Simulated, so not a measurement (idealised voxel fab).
Title: Process Module voxel trench capacitor
The cross-section shown here is cut; it is 300 nm wide and divided into square cells measuring 5 nm on a side.
Reading order for cross-sections: top band down to bottom band. Underlying form: a grid of square cells. Band size: one or more rows of cells. Quick guide to a band line: top height, bottom height (nm) up front; then every material left to right with its width in nm. Only one material and it's marked "full width"? Then it fills the band edge to edge. And "empty" just means empty space. Heights from 0 (as-received wafer is one material below). Bottom band endless downward, as "top 0, no bottom". Per-row width for "30->40": begins at first number (top row of band), ends at second number (bottom row), increment between rows held constant. Reading "remained the same" for a step: not a cell of the cross-section changed in it. Heads up: "Enclosed cavity list" only lists the empty pockets with no open path to the top that are 8 cells or more, and it writes them as width x height at distance, distance from the left edge, in nm. after a step's settings: what the simulator itself notes on the step. You can add "overlay nm" to a step's line. For a step with a mask, it describes how far the mask lay to the right of its planned position, and a negative number describes a lay to the left. Below you will find pairs of cross-sections. In each, one shows the wafer before one process step and the other after it, with the after view ending at the lowest band that changed. Under each pair is the step separating them, along with its settings. Do not assume the pairs form a chain: they can come from different runs of this module on the same starting wafer, and a pair continues from the pair above it only when its "Pre-step" entry says so.
-- Pre-step
    top 0, no bottom | Si full width
    Enclosed cavity list: none
-- Post-Process Section
    top 10, bottom 0 | SiN full width
    below 0: unchanged
    Enclosed cavity list: none
So what happened between those two cross-sections up there? CONFORMAL_DEP,material SiN,thk nm 10
Pre-step: For the state before this step, see the after cross-section of the pair located directly above.
-- Post-Process Section
    top 10, bottom 0 | 50 nm SiN | 30 nm empty | 25 nm SiN | 30 nm empty | 25 nm SiN | 30 nm empty | 25 nm SiN | 30 nm empty | 55 nm SiN
    below 0: unchanged
    Enclosed cavity list: none
So what happened between those two cross-sections up there? MASKED_ETCH,tone open,mask id TRENCH,width nm 30,pitch nm 55,etch materials SiN,depth nm 10,overlay nm 0
Pre-step: For the state before this step, see the after cross-section of the pair located directly above.
-- Post-Process Section
    top 10, bottom 0 | 50 nm SiN | 30 nm empty | 25 nm SiN | 30 nm empty | 25 nm SiN | 30 nm empty | 25 nm SiN | 30 nm empty | 55 nm SiN
    top 0, bottom -30 | 50 nm Si | 30 nm empty | 25 nm Si | 30 nm empty | 25 nm Si | 30 nm empty | 25 nm Si | 30 nm empty | 55 nm Si
    below -30: unchanged
    Enclosed cavity list: none
So what happened between those two cross-sections up there? MASKED_ETCH,tone open,mask id TRENCH,width nm 30,pitch nm 55,etch materials Si,depth nm 30,overlay nm 0
Pre-step: For the state before this step, see the after cross-section of the pair located directly above.
-- Post-Process Section
    top 15, bottom 10 | 55 nm HfO2 | 20 nm empty | 35 nm HfO2 | 20 nm empty | 35 nm HfO2 | 20 nm empty | 35 nm HfO2 | 20 nm empty | 60 nm HfO2
    top 10, bottom 0 | 50 nm SiN | 5 nm HfO2 | 20 nm empty | 5 nm HfO2 | 25 nm SiN | 5 nm HfO2 | 20 nm empty | 5 nm HfO2 | 25 nm SiN | 5 nm HfO2 | 20 nm empty | 5 nm HfO2 | 25 nm SiN | 5 nm HfO2 | 20 nm empty | 5 nm HfO2 | 55 nm SiN
    top 0, bottom -25 | 50 nm Si | 5 nm HfO2 | 20 nm empty | 5 nm HfO2 | 25 nm Si | 5 nm HfO2 | 20 nm empty | 5 nm HfO2 | 25 nm Si | 5 nm HfO2 | 20 nm empty | 5 nm HfO2 | 25 nm Si | 5 nm HfO2 | 20 nm empty | 5 nm HfO2 | 55 nm Si
    top -25, bottom -30 | 50 nm Si | 30 nm HfO2 | 25 nm Si | 30 nm HfO2 | 25 nm Si | 30 nm HfO2 | 25 nm Si | 30 nm HfO2 | 55 nm Si
    below -30: unchanged
    Enclosed cavity list: none
So what happened between those two cross-sections up there? CONFORMAL_DEP,material HfO2,thk nm 5
Pre-step: For the state before this step, see the after cross-section of the pair located directly above.
-- Post-Process Section
    top 20, bottom 15 | 60 nm TiN | 10 nm empty | 45 nm TiN | 10 nm empty | 45 nm TiN | 10 nm empty | 45 nm TiN | 10 nm empty | 65 nm TiN
    top 15, bottom 10 | 55 nm HfO2 | 5 nm TiN | 10 nm empty | 5 nm TiN | 35 nm HfO2 | 5 nm TiN | 10 nm empty | 5 nm TiN | 35 nm HfO2 | 5 nm TiN | 10 nm empty | 5 nm TiN | 35 nm HfO2 | 5 nm TiN | 10 nm empty | 5 nm TiN | 60 nm HfO2
    top 10, bottom 0 | 50 nm SiN | 5 nm HfO2 | 5 nm TiN | 10 nm empty | 5 nm TiN | 5 nm HfO2 | 25 nm SiN | 5 nm HfO2 | 5 nm TiN | 10 nm empty | 5 nm TiN | 5 nm HfO2 | 25 nm SiN | 5 nm HfO2 | 5 nm TiN | 10 nm empty | 5 nm TiN | 5 nm HfO2 | 25 nm SiN | 5 nm HfO2 | 5 nm TiN | 10 nm empty | 5 nm TiN | 5 nm HfO2 | 55 nm SiN
    top 0, bottom -20 | 50 nm Si | 5 nm HfO2 | 5 nm TiN | 10 nm empty | 5 nm TiN | 5 nm HfO2 | 25 nm Si | 5 nm HfO2 | 5 nm TiN | 10 nm empty | 5 nm TiN | 5 nm HfO2 | 25 nm Si | 5 nm HfO2 | 5 nm TiN | 10 nm empty | 5 nm TiN | 5 nm HfO2 | 25 nm Si | 5 nm HfO2 | 5 nm TiN | 10 nm empty | 5 nm TiN | 5 nm HfO2 | 55 nm Si
    top -20, bottom -25 | 50 nm Si | 5 nm HfO2 | 20 nm TiN | 5 nm HfO2 | 25 nm Si | 5 nm HfO2 | 20 nm TiN | 5 nm HfO2 | 25 nm Si | 5 nm HfO2 | 20 nm TiN | 5 nm HfO2 | 25 nm Si | 5 nm HfO2 | 20 nm TiN | 5 nm HfO2 | 55 nm Si
    below -25: unchanged
    Enclosed cavity list: none
So what happened between those two cross-sections up there? CONFORMAL_DEP,material TiN,thk nm 5
Pre-step: For the state before this step, see the after cross-section of the pair located directly above.
-- Post-Process Section
    top 30, bottom 20 | W full width
    top 20, bottom 15 | 60 nm TiN | 10 nm W | 45 nm TiN | 10 nm W | 45 nm TiN | 10 nm W | 45 nm TiN | 10 nm W | 65 nm TiN
    top 15, bottom 10 | 55 nm HfO2 | 5 nm TiN | 10 nm W | 5 nm TiN | 35 nm HfO2 | 5 nm TiN | 10 nm W | 5 nm TiN | 35 nm HfO2 | 5 nm TiN | 10 nm W | 5 nm TiN | 35 nm HfO2 | 5 nm TiN | 10 nm W | 5 nm TiN | 60 nm HfO2
    top 10, bottom 0 | 50 nm SiN | 5 nm HfO2 | 5 nm TiN | 10 nm W | 5 nm TiN | 5 nm HfO2 | 25 nm SiN | 5 nm HfO2 | 5 nm TiN | 10 nm W | 5 nm TiN | 5 nm HfO2 | 25 nm SiN | 5 nm HfO2 | 5 nm TiN | 10 nm W | 5 nm TiN | 5 nm HfO2 | 25 nm SiN | 5 nm HfO2 | 5 nm TiN | 10 nm W | 5 nm TiN | 5 nm HfO2 | 55 nm SiN
    top 0, bottom -20 | 50 nm Si | 5 nm HfO2 | 5 nm TiN | 10 nm W | 5 nm TiN | 5 nm HfO2 | 25 nm Si | 5 nm HfO2 | 5 nm TiN | 10 nm W | 5 nm TiN | 5 nm HfO2 | 25 nm Si | 5 nm HfO2 | 5 nm TiN | 10 nm W | 5 nm TiN | 5 nm HfO2 | 25 nm Si | 5 nm HfO2 | 5 nm TiN | 10 nm W | 5 nm TiN | 5 nm HfO2 | 55 nm Si
    below -20: unchanged
    Enclosed cavity list: none
So what happened between those two cross-sections up there? FILL_DEP,material W,thk nm 10
Pre-step: For the state before this step, see the after cross-section of the pair located directly above.
-- Post-Process Section
    top 10, bottom 0 | 50 nm SiN | 5 nm HfO2 | 5 nm TiN | 10 nm W | 5 nm TiN | 5 nm HfO2 | 25 nm SiN | 5 nm HfO2 | 5 nm TiN | 10 nm W | 5 nm TiN | 5 nm HfO2 | 25 nm SiN | 5 nm HfO2 | 5 nm TiN | 10 nm W | 5 nm TiN | 5 nm HfO2 | 25 nm SiN | 5 nm HfO2 | 5 nm TiN | 10 nm W | 5 nm TiN | 5 nm HfO2 | 55 nm SiN
    below 0: unchanged
    Enclosed cavity list: none
So what happened between those two cross-sections up there? CMP,height nm 10
-- Pre-step
    top 10, bottom 0 | 50 nm SiN | 30 nm empty | 25 nm SiN | 30 nm empty | 25 nm SiN | 30 nm empty | 25 nm SiN | 30 nm empty | 55 nm SiN
    top 0, bottom -30 | 50 nm Si | 30 nm empty | 25 nm Si | 30 nm empty | 25 nm Si | 30 nm empty | 25 nm Si | 30 nm empty | 55 nm Si
    top -30, no bottom | Si full width
    Enclosed cavity list: none
-- Post-Process Section
    top 15, bottom 10 | 55 nm TiN | 20 nm empty | 35 nm TiN | 20 nm empty | 35 nm TiN | 20 nm empty | 35 nm TiN | 20 nm empty | 60 nm TiN
    top 10, bottom 0 | 50 nm SiN | 5 nm TiN | 20 nm empty | 5 nm TiN | 25 nm SiN | 5 nm TiN | 20 nm empty | 5 nm TiN | 25 nm SiN | 5 nm TiN | 20 nm empty | 5 nm TiN | 25 nm SiN | 5 nm TiN | 20 nm empty | 5 nm TiN | 55 nm SiN
    top 0, bottom -25 | 50 nm Si | 5 nm TiN | 20 nm empty | 5 nm TiN | 25 nm Si | 5 nm TiN | 20 nm empty | 5 nm TiN | 25 nm Si | 5 nm TiN | 20 nm empty | 5 nm TiN | 25 nm Si | 5 nm TiN | 20 nm empty | 5 nm TiN | 55 nm Si
    top -25, bottom -30 | 50 nm Si | 30 nm TiN | 25 nm Si | 30 nm TiN | 25 nm Si | 30 nm TiN | 25 nm Si | 30 nm TiN | 55 nm Si
    below -30: unchanged
    Enclosed cavity list: none
So what happened between those two cross-sections up there? CONFORMAL_DEP,material TiN,thk nm 5
Pre-step: For the state before this step, see the after cross-section of the pair located directly above.
-- Post-Process Section
    top 25, bottom 15 | W full width
    top 15, bottom 10 | 55 nm TiN | 20 nm W | 35 nm TiN | 20 nm W | 35 nm TiN | 20 nm W | 35 nm TiN | 20 nm W | 60 nm TiN
    top 10, bottom 0 | 50 nm SiN | 5 nm TiN | 20 nm W | 5 nm TiN | 25 nm SiN | 5 nm TiN | 20 nm W | 5 nm TiN | 25 nm SiN | 5 nm TiN | 20 nm W | 5 nm TiN | 25 nm SiN | 5 nm TiN | 20 nm W | 5 nm TiN | 55 nm SiN
    top 0, bottom -25 | 50 nm Si | 5 nm TiN | 20 nm W | 5 nm TiN | 25 nm Si | 5 nm TiN | 20 nm W | 5 nm TiN | 25 nm Si | 5 nm TiN | 20 nm W | 5 nm TiN | 25 nm Si | 5 nm TiN | 20 nm W | 5 nm TiN | 55 nm Si
    below -25: unchanged
    Enclosed cavity list: none
So what happened between those two cross-sections up there? FILL_DEP,material W,thk nm 10
Pre-step: For the state before this step, see the after cross-section of the pair located directly above.
-- Post-Process Section
    top 10, bottom 0 | 50 nm SiN | 5 nm TiN | 20 nm W | 5 nm TiN | 25 nm SiN | 5 nm TiN | 20 nm W | 5 nm TiN | 25 nm SiN | 5 nm TiN | 20 nm W | 5 nm TiN | 25 nm SiN | 5 nm TiN | 20 nm W | 5 nm TiN | 55 nm SiN
    below 0: unchanged
    Enclosed cavity list: none
So what happened between those two cross-sections up there? CMP,height nm 10
-- Pre-step
    top 10, bottom 0 | 50 nm SiN | 30 nm empty | 25 nm SiN | 30 nm empty | 25 nm SiN | 30 nm empty | 25 nm SiN | 30 nm empty | 55 nm SiN
    top 0, bottom -30 | 50 nm Si | 30 nm empty | 25 nm Si | 30 nm empty | 25 nm Si | 30 nm empty | 25 nm Si | 30 nm empty | 55 nm Si
    top -30, no bottom | Si full width
    Enclosed cavity list: none
-- Post-Process Section
    top 10, bottom 0 | 50 nm SiN | 30 nm empty | 25 nm SiN | 30 nm empty | 25 nm SiN | 30 nm empty | 25 nm SiN | 30 nm empty | 55 nm SiN
    top 0, bottom -60 | 50 nm Si | 30 nm empty | 25 nm Si | 30 nm empty | 25 nm Si | 30 nm empty | 25 nm Si | 30 nm empty | 55 nm Si
    below -60: unchanged
    Enclosed cavity list: none
So what happened between those two cross-sections up there? MASKED_ETCH,tone open,mask id TRENCH,width nm 30,pitch nm 55,etch materials Si,depth nm 30,overlay nm 0
Pre-step: For the state before this step, see the after cross-section of the pair located directly above.
-- Post-Process Section
    top 15, bottom 10 | 55 nm HfO2 | 20 nm empty | 35 nm HfO2 | 20 nm empty | 35 nm HfO2 | 20 nm empty | 35 nm HfO2 | 20 nm empty | 60 nm HfO2
    top 10, bottom 0 | 50 nm SiN | 5 nm HfO2 | 20 nm empty | 5 nm HfO2 | 25 nm SiN | 5 nm HfO2 | 20 nm empty | 5 nm HfO2 | 25 nm SiN | 5 nm HfO2 | 20 nm empty | 5 nm HfO2 | 25 nm SiN | 5 nm HfO2 | 20 nm empty | 5 nm HfO2 | 55 nm SiN
    top 0, bottom -55 | 50 nm Si | 5 nm HfO2 | 20 nm empty | 5 nm HfO2 | 25 nm Si | 5 nm HfO2 | 20 nm empty | 5 nm HfO2 | 25 nm Si | 5 nm HfO2 | 20 nm empty | 5 nm HfO2 | 25 nm Si | 5 nm HfO2 | 20 nm empty | 5 nm HfO2 | 55 nm Si
    top -55, bottom -60 | 50 nm Si | 30 nm HfO2 | 25 nm Si | 30 nm HfO2 | 25 nm Si | 30 nm HfO2 | 25 nm Si | 30 nm HfO2 | 55 nm Si
    below -60: unchanged
    Enclosed cavity list: none
So what happened between those two cross-sections up there? CONFORMAL_DEP,material HfO2,thk nm 5
Pre-step: For the state before this step, see the after cross-section of the pair located directly above.
-- Post-Process Section
    top 20, bottom 15 | 60 nm TiN | 10 nm empty | 45 nm TiN | 10 nm empty | 45 nm TiN | 10 nm empty | 45 nm TiN | 10 nm empty | 65 nm TiN
    top 15, bottom 10 | 55 nm HfO2 | 5 nm TiN | 10 nm empty | 5 nm TiN | 35 nm HfO2 | 5 nm TiN | 10 nm empty | 5 nm TiN | 35 nm HfO2 | 5 nm TiN | 10 nm empty | 5 nm TiN | 35 nm HfO2 | 5 nm TiN | 10 nm empty | 5 nm TiN | 60 nm HfO2
    top 10, bottom 0 | 50 nm SiN | 5 nm HfO2 | 5 nm TiN | 10 nm empty | 5 nm TiN | 5 nm HfO2 | 25 nm SiN | 5 nm HfO2 | 5 nm TiN | 10 nm empty | 5 nm TiN | 5 nm HfO2 | 25 nm SiN | 5 nm HfO2 | 5 nm TiN | 10 nm empty | 5 nm TiN | 5 nm HfO2 | 25 nm SiN | 5 nm HfO2 | 5 nm TiN | 10 nm empty | 5 nm TiN | 5 nm HfO2 | 55 nm SiN
    top 0, bottom -50 | 50 nm Si | 5 nm HfO2 | 5 nm TiN | 10 nm empty | 5 nm TiN | 5 nm HfO2 | 25 nm Si | 5 nm HfO2 | 5 nm TiN | 10 nm empty | 5 nm TiN | 5 nm HfO2 | 25 nm Si | 5 nm HfO2 | 5 nm TiN | 10 nm empty | 5 nm TiN | 5 nm HfO2 | 25 nm Si | 5 nm HfO2 | 5 nm TiN | 10 nm empty | 5 nm TiN | 5 nm HfO2 | 55 nm Si
    top -50, bottom -55 | 50 nm Si | 5 nm HfO2 | 20 nm TiN | 5 nm HfO2 | 25 nm Si | 5 nm HfO2 | 20 nm TiN | 5 nm HfO2 | 25 nm Si | 5 nm HfO2 | 20 nm TiN | 5 nm HfO2 | 25 nm Si | 5 nm HfO2 | 20 nm TiN | 5 nm HfO2 | 55 nm Si
    below -55: unchanged
    Enclosed cavity list: none
So what happened between those two cross-sections up there? CONFORMAL_DEP,material TiN,thk nm 5
Pre-step: For the state before this step, see the after cross-section of the pair located directly above.
-- Post-Process Section
    top 30, bottom 20 | W full width
    top 20, bottom 15 | 60 nm TiN | 10 nm W | 45 nm TiN | 10 nm W | 45 nm TiN | 10 nm W | 45 nm TiN | 10 nm W | 65 nm TiN
    top 15, bottom 10 | 55 nm HfO2 | 5 nm TiN | 10 nm W | 5 nm TiN | 35 nm HfO2 | 5 nm TiN | 10 nm W | 5 nm TiN | 35 nm HfO2 | 5 nm TiN | 10 nm W | 5 nm TiN | 35 nm HfO2 | 5 nm TiN | 10 nm W | 5 nm TiN | 60 nm HfO2
    top 10, bottom 0 | 50 nm SiN | 5 nm HfO2 | 5 nm TiN | 10 nm W | 5 nm TiN | 5 nm HfO2 | 25 nm SiN | 5 nm HfO2 | 5 nm TiN | 10 nm W | 5 nm TiN | 5 nm HfO2 | 25 nm SiN | 5 nm HfO2 | 5 nm TiN | 10 nm W | 5 nm TiN | 5 nm HfO2 | 25 nm SiN | 5 nm HfO2 | 5 nm TiN | 10 nm W | 5 nm TiN | 5 nm HfO2 | 55 nm SiN
    top 0, bottom -50 | 50 nm Si | 5 nm HfO2 | 5 nm TiN | 10 nm W | 5 nm TiN | 5 nm HfO2 | 25 nm Si | 5 nm HfO2 | 5 nm TiN | 10 nm W | 5 nm TiN | 5 nm HfO2 | 25 nm Si | 5 nm HfO2 | 5 nm TiN | 10 nm W | 5 nm TiN | 5 nm HfO2 | 25 nm Si | 5 nm HfO2 | 5 nm TiN | 10 nm W | 5 nm TiN | 5 nm HfO2 | 55 nm Si
    below -50: unchanged
    Enclosed cavity list: none
So what happened between those two cross-sections up there? FILL_DEP,material W,thk nm 10
Pre-step: For the state before this step, see the after cross-section of the pair located directly above.
-- Post-Process Section
    top 10, bottom 0 | 50 nm SiN | 5 nm HfO2 | 5 nm TiN | 10 nm W | 5 nm TiN | 5 nm HfO2 | 25 nm SiN | 5 nm HfO2 | 5 nm TiN | 10 nm W | 5 nm TiN | 5 nm HfO2 | 25 nm SiN | 5 nm HfO2 | 5 nm TiN | 10 nm W | 5 nm TiN | 5 nm HfO2 | 25 nm SiN | 5 nm HfO2 | 5 nm TiN | 10 nm W | 5 nm TiN | 5 nm HfO2 | 55 nm SiN
    below 0: unchanged
    Enclosed cavity list: none
So what happened between those two cross-sections up there? CMP,height nm 10
-- Pre-step
    top 15, bottom 10 | 55 nm TiN | 20 nm empty | 35 nm TiN | 20 nm empty | 35 nm TiN | 20 nm empty | 35 nm TiN | 20 nm empty | 60 nm TiN
    top 10, bottom 0 | 50 nm SiN | 5 nm TiN | 20 nm empty | 5 nm TiN | 25 nm SiN | 5 nm TiN | 20 nm empty | 5 nm TiN | 25 nm SiN | 5 nm TiN | 20 nm empty | 5 nm TiN | 25 nm SiN | 5 nm TiN | 20 nm empty | 5 nm TiN | 55 nm SiN
    top 0, bottom -25 | 50 nm Si | 5 nm TiN | 20 nm empty | 5 nm TiN | 25 nm Si | 5 nm TiN | 20 nm empty | 5 nm TiN | 25 nm Si | 5 nm TiN | 20 nm empty | 5 nm TiN | 25 nm Si | 5 nm TiN | 20 nm empty | 5 nm TiN | 55 nm Si
    top -25, bottom -30 | 50 nm Si | 30 nm TiN | 25 nm Si | 30 nm TiN | 25 nm Si | 30 nm TiN | 25 nm Si | 30 nm TiN | 55 nm Si
    top -30, no bottom | Si full width
    Enclosed cavity list: none
-- Post-Process Section
    top 20, bottom 15 | 60 nm HfO2 | 10 nm empty | 45 nm HfO2 | 10 nm empty | 45 nm HfO2 | 10 nm empty | 45 nm HfO2 | 10 nm empty | 65 nm HfO2
    top 15, bottom 10 | 55 nm TiN | 5 nm HfO2 | 10 nm empty | 5 nm HfO2 | 35 nm TiN | 5 nm HfO2 | 10 nm empty | 5 nm HfO2 | 35 nm TiN | 5 nm HfO2 | 10 nm empty | 5 nm HfO2 | 35 nm TiN | 5 nm HfO2 | 10 nm empty | 5 nm HfO2 | 60 nm TiN
    top 10, bottom 0 | 50 nm SiN | 5 nm TiN | 5 nm HfO2 | 10 nm empty | 5 nm HfO2 | 5 nm TiN | 25 nm SiN | 5 nm TiN | 5 nm HfO2 | 10 nm empty | 5 nm HfO2 | 5 nm TiN | 25 nm SiN | 5 nm TiN | 5 nm HfO2 | 10 nm empty | 5 nm HfO2 | 5 nm TiN | 25 nm SiN | 5 nm TiN | 5 nm HfO2 | 10 nm empty | 5 nm HfO2 | 5 nm TiN | 55 nm SiN
    top 0, bottom -20 | 50 nm Si | 5 nm TiN | 5 nm HfO2 | 10 nm empty | 5 nm HfO2 | 5 nm TiN | 25 nm Si | 5 nm TiN | 5 nm HfO2 | 10 nm empty | 5 nm HfO2 | 5 nm TiN | 25 nm Si | 5 nm TiN | 5 nm HfO2 | 10 nm empty | 5 nm HfO2 | 5 nm TiN | 25 nm Si | 5 nm TiN | 5 nm HfO2 | 10 nm empty | 5 nm HfO2 | 5 nm TiN | 55 nm Si
    top -20, bottom -25 | 50 nm Si | 5 nm TiN | 20 nm HfO2 | 5 nm TiN | 25 nm Si | 5 nm TiN | 20 nm HfO2 | 5 nm TiN | 25 nm Si | 5 nm TiN | 20 nm HfO2 | 5 nm TiN | 25 nm Si | 5 nm TiN | 20 nm HfO2 | 5 nm TiN | 55 nm Si
    below -25: unchanged
    Enclosed cavity list: none
So what happened between those two cross-sections up there? CONFORMAL_DEP,material HfO2,thk nm 5
Pre-step: For the state before this step, see the after cross-section of the pair located directly above.
-- Post-Process Section
    top 30, bottom 20 | W full width
    top 20, bottom 15 | 60 nm HfO2 | 10 nm W | 45 nm HfO2 | 10 nm W | 45 nm HfO2 | 10 nm W | 45 nm HfO2 | 10 nm W | 65 nm HfO2
    top 15, bottom 10 | 55 nm TiN | 5 nm HfO2 | 10 nm W | 5 nm HfO2 | 35 nm TiN | 5 nm HfO2 | 10 nm W | 5 nm HfO2 | 35 nm TiN | 5 nm HfO2 | 10 nm W | 5 nm HfO2 | 35 nm TiN | 5 nm HfO2 | 10 nm W | 5 nm HfO2 | 60 nm TiN
    top 10, bottom 0 | 50 nm SiN | 5 nm TiN | 5 nm HfO2 | 10 nm W | 5 nm HfO2 | 5 nm TiN | 25 nm SiN | 5 nm TiN | 5 nm HfO2 | 10 nm W | 5 nm HfO2 | 5 nm TiN | 25 nm SiN | 5 nm TiN | 5 nm HfO2 | 10 nm W | 5 nm HfO2 | 5 nm TiN | 25 nm SiN | 5 nm TiN | 5 nm HfO2 | 10 nm W | 5 nm HfO2 | 5 nm TiN | 55 nm SiN
    top 0, bottom -20 | 50 nm Si | 5 nm TiN | 5 nm HfO2 | 10 nm W | 5 nm HfO2 | 5 nm TiN | 25 nm Si | 5 nm TiN | 5 nm HfO2 | 10 nm W | 5 nm HfO2 | 5 nm TiN | 25 nm Si | 5 nm TiN | 5 nm HfO2 | 10 nm W | 5 nm HfO2 | 5 nm TiN | 25 nm Si | 5 nm TiN | 5 nm HfO2 | 10 nm W | 5 nm HfO2 | 5 nm TiN | 55 nm Si
    below -20: unchanged
    Enclosed cavity list: none
So what happened between those two cross-sections up there? FILL_DEP,material W,thk nm 10
Pre-step: For the state before this step, see the after cross-section of the pair located directly above.
-- Post-Process Section
    top 10, bottom 0 | 50 nm SiN | 5 nm TiN | 5 nm HfO2 | 10 nm W | 5 nm HfO2 | 5 nm TiN | 25 nm SiN | 5 nm TiN | 5 nm HfO2 | 10 nm W | 5 nm HfO2 | 5 nm TiN | 25 nm SiN | 5 nm TiN | 5 nm HfO2 | 10 nm W | 5 nm HfO2 | 5 nm TiN | 25 nm SiN | 5 nm TiN | 5 nm HfO2 | 10 nm W | 5 nm HfO2 | 5 nm TiN | 55 nm SiN
    below 0: unchanged
    Enclosed cavity list: none
So what happened between those two cross-sections up there? CMP,height nm 10
-- Pre-step
    top 10, bottom 0 | 50 nm SiN | 30 nm empty | 25 nm SiN | 30 nm empty | 25 nm SiN | 30 nm empty | 25 nm SiN | 30 nm empty | 55 nm SiN
    top 0, no bottom | Si full width
    Enclosed cavity list: none
-- Post-Process Section
    top 10, bottom 0 | 50 nm SiN | 30 nm empty | 25 nm SiN | 30 nm empty | 25 nm SiN | 30 nm empty | 25 nm SiN | 30 nm empty | 55 nm SiN
    top 0, bottom -25 | 50 nm Si | 30 nm empty | 25 nm Si | 30 nm empty | 25 nm Si | 30 nm empty | 25 nm Si | 30 nm empty | 55 nm Si
    below -25: unchanged
    Enclosed cavity list: none
So what happened between those two cross-sections up there? MASKED_ETCH,tone open,mask id TRENCH,width nm 30,pitch nm 55,etch materials Si,depth nm 25,overlay nm 0
Pre-step: For the state before this step, see the after cross-section of the pair located directly above.
-- Post-Process Section
    top 15, bottom 10 | 55 nm HfO2 | 20 nm empty | 35 nm HfO2 | 20 nm empty | 35 nm HfO2 | 20 nm empty | 35 nm HfO2 | 20 nm empty | 60 nm HfO2
    top 10, bottom 0 | 50 nm SiN | 5 nm HfO2 | 20 nm empty | 5 nm HfO2 | 25 nm SiN | 5 nm HfO2 | 20 nm empty | 5 nm HfO2 | 25 nm SiN | 5 nm HfO2 | 20 nm empty | 5 nm HfO2 | 25 nm SiN | 5 nm HfO2 | 20 nm empty | 5 nm HfO2 | 55 nm SiN
    top 0, bottom -20 | 50 nm Si | 5 nm HfO2 | 20 nm empty | 5 nm HfO2 | 25 nm Si | 5 nm HfO2 | 20 nm empty | 5 nm HfO2 | 25 nm Si | 5 nm HfO2 | 20 nm empty | 5 nm HfO2 | 25 nm Si | 5 nm HfO2 | 20 nm empty | 5 nm HfO2 | 55 nm Si
    top -20, bottom -25 | 50 nm Si | 30 nm HfO2 | 25 nm Si | 30 nm HfO2 | 25 nm Si | 30 nm HfO2 | 25 nm Si | 30 nm HfO2 | 55 nm Si
    below -25: unchanged
    Enclosed cavity list: none
So what happened between those two cross-sections up there? CONFORMAL_DEP,material HfO2,thk nm 5
Pre-step: For the state before this step, see the after cross-section of the pair located directly above.
-- Post-Process Section
    top 20, bottom 15 | 60 nm TiN | 10 nm empty | 45 nm TiN | 10 nm empty | 45 nm TiN | 10 nm empty | 45 nm TiN | 10 nm empty | 65 nm TiN
    top 15, bottom 10 | 55 nm HfO2 | 5 nm TiN | 10 nm empty | 5 nm TiN | 35 nm HfO2 | 5 nm TiN | 10 nm empty | 5 nm TiN | 35 nm HfO2 | 5 nm TiN | 10 nm empty | 5 nm TiN | 35 nm HfO2 | 5 nm TiN | 10 nm empty | 5 nm TiN | 60 nm HfO2
    top 10, bottom 0 | 50 nm SiN | 5 nm HfO2 | 5 nm TiN | 10 nm empty | 5 nm TiN | 5 nm HfO2 | 25 nm SiN | 5 nm HfO2 | 5 nm TiN | 10 nm empty | 5 nm TiN | 5 nm HfO2 | 25 nm SiN | 5 nm HfO2 | 5 nm TiN | 10 nm empty | 5 nm TiN | 5 nm HfO2 | 25 nm SiN | 5 nm HfO2 | 5 nm TiN | 10 nm empty | 5 nm TiN | 5 nm HfO2 | 55 nm SiN
    top 0, bottom -15 | 50 nm Si | 5 nm HfO2 | 5 nm TiN | 10 nm empty | 5 nm TiN | 5 nm HfO2 | 25 nm Si | 5 nm HfO2 | 5 nm TiN | 10 nm empty | 5 nm TiN | 5 nm HfO2 | 25 nm Si | 5 nm HfO2 | 5 nm TiN | 10 nm empty | 5 nm TiN | 5 nm HfO2 | 25 nm Si | 5 nm HfO2 | 5 nm TiN | 10 nm empty | 5 nm TiN | 5 nm HfO2 | 55 nm Si
    top -15, bottom -20 | 50 nm Si | 5 nm HfO2 | 20 nm TiN | 5 nm HfO2 | 25 nm Si | 5 nm HfO2 | 20 nm TiN | 5 nm HfO2 | 25 nm Si | 5 nm HfO2 | 20 nm TiN | 5 nm HfO2 | 25 nm Si | 5 nm HfO2 | 20 nm TiN | 5 nm HfO2 | 55 nm Si
    below -20: unchanged
    Enclosed cavity list: none
So what happened between those two cross-sections up there? CONFORMAL_DEP,material TiN,thk nm 5
Pre-step: For the state before this step, see the after cross-section of the pair located directly above.
-- Post-Process Section
    top 30, bottom 20 | W full width
    top 20, bottom 15 | 60 nm TiN | 10 nm W | 45 nm TiN | 10 nm W | 45 nm TiN | 10 nm W | 45 nm TiN | 10 nm W | 65 nm TiN
    top 15, bottom 10 | 55 nm HfO2 | 5 nm TiN | 10 nm W | 5 nm TiN | 35 nm HfO2 | 5 nm TiN | 10 nm W | 5 nm TiN | 35 nm HfO2 | 5 nm TiN | 10 nm W | 5 nm TiN | 35 nm HfO2 | 5 nm TiN | 10 nm W | 5 nm TiN | 60 nm HfO2
    top 10, bottom 0 | 50 nm SiN | 5 nm HfO2 | 5 nm TiN | 10 nm W | 5 nm TiN | 5 nm HfO2 | 25 nm SiN | 5 nm HfO2 | 5 nm TiN | 10 nm W | 5 nm TiN | 5 nm HfO2 | 25 nm SiN | 5 nm HfO2 | 5 nm TiN | 10 nm W | 5 nm TiN | 5 nm HfO2 | 25 nm SiN | 5 nm HfO2 | 5 nm TiN | 10 nm W | 5 nm TiN | 5 nm HfO2 | 55 nm SiN
    top 0, bottom -15 | 50 nm Si | 5 nm HfO2 | 5 nm TiN | 10 nm W | 5 nm TiN | 5 nm HfO2 | 25 nm Si | 5 nm HfO2 | 5 nm TiN | 10 nm W | 5 nm TiN | 5 nm HfO2 | 25 nm Si | 5 nm HfO2 | 5 nm TiN | 10 nm W | 5 nm TiN | 5 nm HfO2 | 25 nm Si | 5 nm HfO2 | 5 nm TiN | 10 nm W | 5 nm TiN | 5 nm HfO2 | 55 nm Si
    below -15: unchanged
    Enclosed cavity list: none
So what happened between those two cross-sections up there? FILL_DEP,material W,thk nm 10
Pre-step: For the state before this step, see the after cross-section of the pair located directly above.
-- Post-Process Section
    top 10, bottom 0 | 50 nm SiN | 5 nm HfO2 | 5 nm TiN | 10 nm W | 5 nm TiN | 5 nm HfO2 | 25 nm SiN | 5 nm HfO2 | 5 nm TiN | 10 nm W | 5 nm TiN | 5 nm HfO2 | 25 nm SiN | 5 nm HfO2 | 5 nm TiN | 10 nm W | 5 nm TiN | 5 nm HfO2 | 25 nm SiN | 5 nm HfO2 | 5 nm TiN | 10 nm W | 5 nm TiN | 5 nm HfO2 | 55 nm SiN
    below 0: unchanged
    Enclosed cavity list: none
So what happened between those two cross-sections up there? CMP,height nm 10
